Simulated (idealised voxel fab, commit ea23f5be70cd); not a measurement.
process module | voxel transistor to metal
cross-section cut | 155 nm wide | cells 5 nm
A cross-section is a grid of square cells, given in bands from the top down. A band is one or more rows of cells.
Each band's line starts with the height of the band's top and of its bottom, in nm. Then come its materials from left to right, each with its width in nm. One material with "throughout" fills the band from edge to edge. "air" is empty space.
Height 0 is the level under which the wafer as received is all one material. The lowest band goes on downwards, as in "0 down".
A width such as "30 to 40" changes by the same amount from each row of cells to the next, from the band's top row to its bottom row.
"no change" after a step means that no cell of the cross-section changed.
closed voids: empty space of 8 cells or more with no open way to the top, each as width x height at its distance from the left edge, in nm
after a step's settings: what the simulator itself notes on the step
overlay nm, on a step with a mask: how far to the right of its planned place the mask lay; to the left if negative
plan
1 op RECEIVE | material Si
2 op CONFORMAL_DEP | material SiO2 | thk nm 5
3 op CONFORMAL_DEP | material SiN | thk nm 15
4 op DIRECTIONAL_DEP | material aC | thk nm 10
5 op PATTERN | tone cover | mask id ACTIVE | material resist | width nm 95 | thk nm 30 | overlay nm 0
6 op DIRECTIONAL_ETCH | etch materials aC | depth nm 10
7 op STRIP | etch materials resist
8 op DIRECTIONAL_ETCH | etch materials SiN | depth nm 15
9 op DIRECTIONAL_ETCH | etch materials SiO2 | depth nm 5
10 op DIRECTIONAL_ETCH | etch materials Si | depth nm 20
11 op STRIP | etch materials aC
12 op FILL_DEP | material SiO2 | thk nm 10
13 op CMP | height nm 20
14 op SELECTIVE_ETCH | etch materials SiO2 | depth nm 10
15 op STRIP | etch materials SiN
16 op SELECTIVE_ETCH | etch materials SiO2 | depth nm 5
17 op OXIDIZE | depth nm 5
18 op DIRECTIONAL_DEP | material polySi | thk nm 25
19 op DIRECTIONAL_DEP | material SiCN | thk nm 15
20 op DIRECTIONAL_DEP | material aC | thk nm 15
21 op PATTERN | tone cover | mask id GATE | material resist | width nm 15 | thk nm 35 | overlay nm 0
22 op DIRECTIONAL_ETCH | etch materials aC | depth nm 15
23 op STRIP | etch materials resist
24 op DIRECTIONAL_ETCH | etch materials SiCN | depth nm 25
25 op DIRECTIONAL_ETCH | etch materials polySi | depth nm 35
26 op STRIP | etch materials aC
27 op CONFORMAL_DEP | material SiO2 | thk nm 5
28 op DIRECTIONAL_ETCH | etch materials SiO2 | depth nm 5
29 op CONFORMAL_DEP | material SiN | thk nm 10
30 op DIRECTIONAL_ETCH | etch materials SiN | depth nm 10
31 op DIRECTIONAL_ETCH | etch materials SiO2 | depth nm 5
32 op DIRECTIONAL_ETCH | etch materials Si | depth nm 10
33 op EPI | material SiGe | thk nm 10
34 op FILL_DEP | material SiO2 | thk nm 10
35 op CMP | height nm 40
36 op DIRECTIONAL_DEP | material SiO2 | thk nm 10
37 op DIRECTIONAL_DEP | material aC | thk nm 15
38 op PATTERN | tone open | mask id CONTACT | material resist | width nm 30 | pitch nm 55 | thk nm 30 | overlay nm 0
39 op DIRECTIONAL_ETCH | etch materials aC | depth nm 15
40 op STRIP | etch materials resist
41 op DIRECTIONAL_ETCH | etch materials SiO2 | depth nm 45
42 op STRIP | etch materials aC
43 op CONFORMAL_DEP | material TiN | thk nm 5
44 op FILL_DEP | material Ru | thk nm 10
45 op CMP | height nm 50
46 op DIRECTIONAL_DEP | material TiN | thk nm 5
47 op DIRECTIONAL_DEP | material W | thk nm 20
48 op MASKED_ETCH | tone cover | mask id METAL_1 | width nm 20 | pitch nm 65 | etch materials W | depth nm 20 | overlay nm 0
49 op MASKED_ETCH | tone cover | mask id METAL_1 | width nm 20 | pitch nm 65 | etch materials TiN | depth nm 5 | overlay nm 0
50 op FILL_DEP | material SiO2 | thk nm 10
51 op CMP | height nm 75
52 op CONFORMAL_DEP | material SiN | thk nm 5
as received, after step 1
  0 down: Si throughout
  closed voids: none
first wafer at the end, as planned
  80 to 75: SiN throughout
  75 to 55: SiO2 35 | W 20 | SiO2 45 | W 20 | SiO2 35
  55 to 50: SiO2 35 | TiN 20 | SiO2 45 | TiN 20 | SiO2 35
  50 to 40: SiO2 35 | TiN 5 | Ru 20 to 10 | TiN 5 to 15 | SiO2 25 | TiN 5 to 15 | Ru 20 to 10 | TiN 5 | SiO2 35
  40 to 25: SiO2 35 | TiN 5 | Ru 10 | TiN 5 | SiN 10 | SiO2 5 | SiCN 15 | SiO2 5 | SiN 10 | TiN 5 | Ru 10 | TiN 5 | SiO2 35
  25 to 10: SiO2 35 | TiN 5 | Ru 10 | TiN 5 | SiN 10 | SiO2 5 | polySi 15 | SiO2 5 | SiN 10 | TiN 5 | Ru 10 | TiN 5 | SiO2 35
  10 to 5: SiO2 35 | TiN 20 | SiN 10 | SiO2 5 | polySi 15 | SiO2 5 | SiN 10 | TiN 20 | SiO2 35
  5 to 0: SiO2 30 | SiN 10 | SiGe 15 | SiN 10 | SiO2 5 | polySi 15 | SiO2 5 | SiN 10 | SiGe 15 | SiN 10 | SiO2 30
  0 to -5: SiO2 40 | SiGe 15 | SiO2 45 | SiGe 15 | SiO2 40
  -5 to -15: SiO2 30 | Si 10 | SiGe 15 | Si 45 | SiGe 15 | Si 10 | SiO2 30
  -15 to -20: SiO2 30 | Si 95 | SiO2 30
  -20 down: Si throughout
  closed voids: none
second wafer at the end: like start, like plan, one mistake
  80 to 75: SiN throughout
  75 to 55: SiO2 30 | W 20 | SiO2 45 | W 20 | SiO2 40
  55 to 50: SiO2 30 | TiN 25 | SiO2 40 | TiN 25 | SiO2 35
  50 to 40: SiO2 35 | TiN 5 | Ru 20 to 10 | TiN 5 to 15 | SiO2 25 | TiN 5 to 15 | Ru 20 to 10 | TiN 5 | SiO2 35
  40 to 25: SiO2 35 | TiN 5 | Ru 10 | TiN 5 | SiN 10 | SiO2 5 | SiCN 15 | SiO2 5 | SiN 10 | TiN 5 | Ru 10 | TiN 5 | SiO2 35
  25 to 10: SiO2 35 | TiN 5 | Ru 10 | TiN 5 | SiN 10 | SiO2 5 | polySi 15 | SiO2 5 | SiN 10 | TiN 5 | Ru 10 | TiN 5 | SiO2 35
  10 to 5: SiO2 35 | TiN 20 | SiN 10 | SiO2 5 | polySi 15 | SiO2 5 | SiN 10 | TiN 20 | SiO2 35
  5 to 0: SiO2 30 | SiN 10 | SiGe 15 | SiN 10 | SiO2 5 | polySi 15 | SiO2 5 | SiN 10 | SiGe 15 | SiN 10 | SiO2 30
  0 to -5: SiO2 40 | SiGe 15 | SiO2 45 | SiGe 15 | SiO2 40
  -5 to -15: SiO2 30 | Si 10 | SiGe 15 | Si 45 | SiGe 15 | Si 10 | SiO2 30
  -15 to -20: SiO2 30 | Si 95 | SiO2 30
  -20 down: Si throughout
  closed voids: none
what went wrong: step 48 ran as: op MASKED_ETCH | tone cover | mask id METAL_1 | width nm 20 | pitch nm 65 | etch materials W | depth nm 20 | overlay nm -5
at the end the second wafer has, in cells: 2 fewer of SiO2 | 2 more of TiN
